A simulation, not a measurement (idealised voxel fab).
process module | voxel plated lines
Shown is cross-section cut, with a width of 165 nm and square cells of size 5 nm.
Cross-section layout: square cells on a grid; listed as bands, top to bottom; a band spans one or more cell rows.
Band: top height; bottom height; in nm. Then, left to right: material with width in nm, for each material. "edge to edge": a single material spanning edge to edge. "empty": empty space.
Ref level 0: as-received wafer is one material below here. Bottom band extends down with no lower bound ("z 0 and below").
Quick explanation for "30->40": the width changes in equal steps down the rows of cells, from the first number in the band's top row to the second number in its bottom row.
Given "left unchanged" for a step, no cell of the cross-section differs between before and after that step.
"Closed void roster" specifies each empty space that is not open to the top and that occupies no fewer than 8 cells, using the form width x height at distance, the distance measured from the left edge and all three quantities in nm.
The remark found on a step's line after its settings is issued by the simulator itself and pertains to that step.
overlay nm: step with mask; distance mask lay right of planned place; negative value = left of planned place.

# Process steps foreseen in the plan
1 RECEIVE with material Si
2 CONFORMAL_DEP with material Al2O3, thk nm 10
3 DIRECTIONAL_DEP with material TiN, thk nm 5
4 PATTERN with tone open, mask id LINES, material resist, width nm 15, pitch nm 40, thk nm 35, overlay nm 0
5 EPI with material Ru, thk nm 5
6 EPI with material Ru, thk nm 10
7 EPI with material Ru, thk nm 10
8 STRIP with etch materials resist
9 DIRECTIONAL_ETCH with etch materials TiN, depth nm 5
10 CONFORMAL_DEP with material SiO2, thk nm 10

# First of the two wafers, run per plan

# The cross-section here shows the wafer as received, i.e. in its state after step 1
  z 0 and below | Si edge to edge
  Closed void roster: none

# Step 2 done - wafer cross-section
  z 10 to 0 | Al2O3 edge to edge
  All layers under 0 are left as they were.

# Step 3 done - wafer cross-section
  z 15 to 10 | TiN edge to edge
  All layers under 10 are left as they were.

# Step 4 done - wafer cross-section
  z 50 to 15 | 35 of resist, then 15 of empty, then 25 of resist, then 15 of empty, then 25 of resist, then 15 of empty, then 35 of resist
  All layers under 15 are left as they were.

# Step 5 done - wafer cross-section
  z 50 to 20 | 35 of resist, then 15 of empty, then 25 of resist, then 15 of empty, then 25 of resist, then 15 of empty, then 35 of resist
  z 20 to 15 | 35 of resist, then 15 of Ru, then 25 of resist, then 15 of Ru, then 25 of resist, then 15 of Ru, then 35 of resist
  All layers under 15 are left as they were.

# Step 6 done - wafer cross-section
  z 50 to 30 | 35 of resist, then 15 of empty, then 25 of resist, then 15 of empty, then 25 of resist, then 15 of empty, then 35 of resist
  z 30 to 15 | 35 of resist, then 15 of Ru, then 25 of resist, then 15 of Ru, then 25 of resist, then 15 of Ru, then 35 of resist
  All layers under 15 are left as they were.

# Step 7 done - wafer cross-section
  z 50 to 40 | 35 of resist, then 15 of empty, then 25 of resist, then 15 of empty, then 25 of resist, then 15 of empty, then 35 of resist
  z 40 to 15 | 35 of resist, then 15 of Ru, then 25 of resist, then 15 of Ru, then 25 of resist, then 15 of Ru, then 35 of resist
  All layers under 15 are left as they were.

# Step 8 done - wafer cross-section
  z 40 to 15 | 35 of empty, then 15 of Ru, then 25 of empty, then 15 of Ru, then 25 of empty, then 15 of Ru, then 35 of empty
  All layers under 15 are left as they were.

# Step 9 done - wafer cross-section
  z 40 to 15 | 35 of empty, then 15 of Ru, then 25 of empty, then 15 of Ru, then 25 of empty, then 15 of Ru, then 35 of empty
  z 15 to 10 | 35 of empty, then 15 of TiN, then 25 of empty, then 15 of TiN, then 25 of empty, then 15 of TiN, then 35 of empty
  All layers under 10 are left as they were.

# Step 10 done - wafer cross-section
  z 50 to 40 | 25 of empty, then 35 of SiO2, then 5 of empty, then 35 of SiO2, then 5 of empty, then 35 of SiO2, then 25 of empty
  z 40 to 20 | 25 of empty, then 10 of SiO2, then 15 of Ru, then 10 of SiO2, then 5 of empty, then 10 of SiO2, then 15 of Ru, then 10 of SiO2, then 5 of empty, then 10 of SiO2, then 15 of Ru, then 10 of SiO2, then 25 of empty
  z 20 to 15 | 35 of SiO2, then 15 of Ru, then 25 of SiO2, then 15 of Ru, then 25 of SiO2, then 15 of Ru, then 35 of SiO2
  z 15 to 10 | 35 of SiO2, then 15 of TiN, then 25 of SiO2, then 15 of TiN, then 25 of SiO2, then 15 of TiN, then 35 of SiO2
  All layers under 10 are left as they were.

# Wafer two. Same start, same plan, one slip in execution. Same as wafer one through step 6, inclusive

# Second wafer, cross-section, planned end of step 7
  z 30 to 15 | 35 of empty, then 15 of Ru, then 25 of empty, then 15 of Ru, then 25 of empty, then 15 of Ru, then 35 of empty
  All layers under 15 are left as they were.

# Second wafer, cross-section, planned end of step 8
  z 40 to 25 | 25 of empty, then 35 of Ru, then 5 of empty, then 35 of Ru, then 5 of empty, then 35 of Ru, then 25 of empty
  z 25 to 15 | Ru edge to edge
  All layers under 15 are left as they were.

Second wafer, cross-section, planned end of step 9: left unchanged

# Second wafer, cross-section, planned end of step 10
  z 50 to 40 | 15 of empty, then 135 of SiO2, then 15 of empty
  z 40 to 35 | 15 of empty, then 10 of SiO2, then 35 of Ru, then 5 of SiO2, then 35 of Ru, then 5 of SiO2, then 35 of Ru, then 10 of SiO2, then 15 of empty
  z 35 to 25 | 25 of SiO2, then 35 of Ru, then 5 of SiO2, then 35 of Ru, then 5 of SiO2, then 35 of Ru, then 25 of SiO2
  All layers under 25 are left as they were.
What was the processing mistake? plan vs actual: 7 and 8 interchanged
The final cell counts differ between the wafers, with the second having more or fewer of some materials than the first: 84 more of Ru; 54 fewer of SiO2; 24 more of TiN
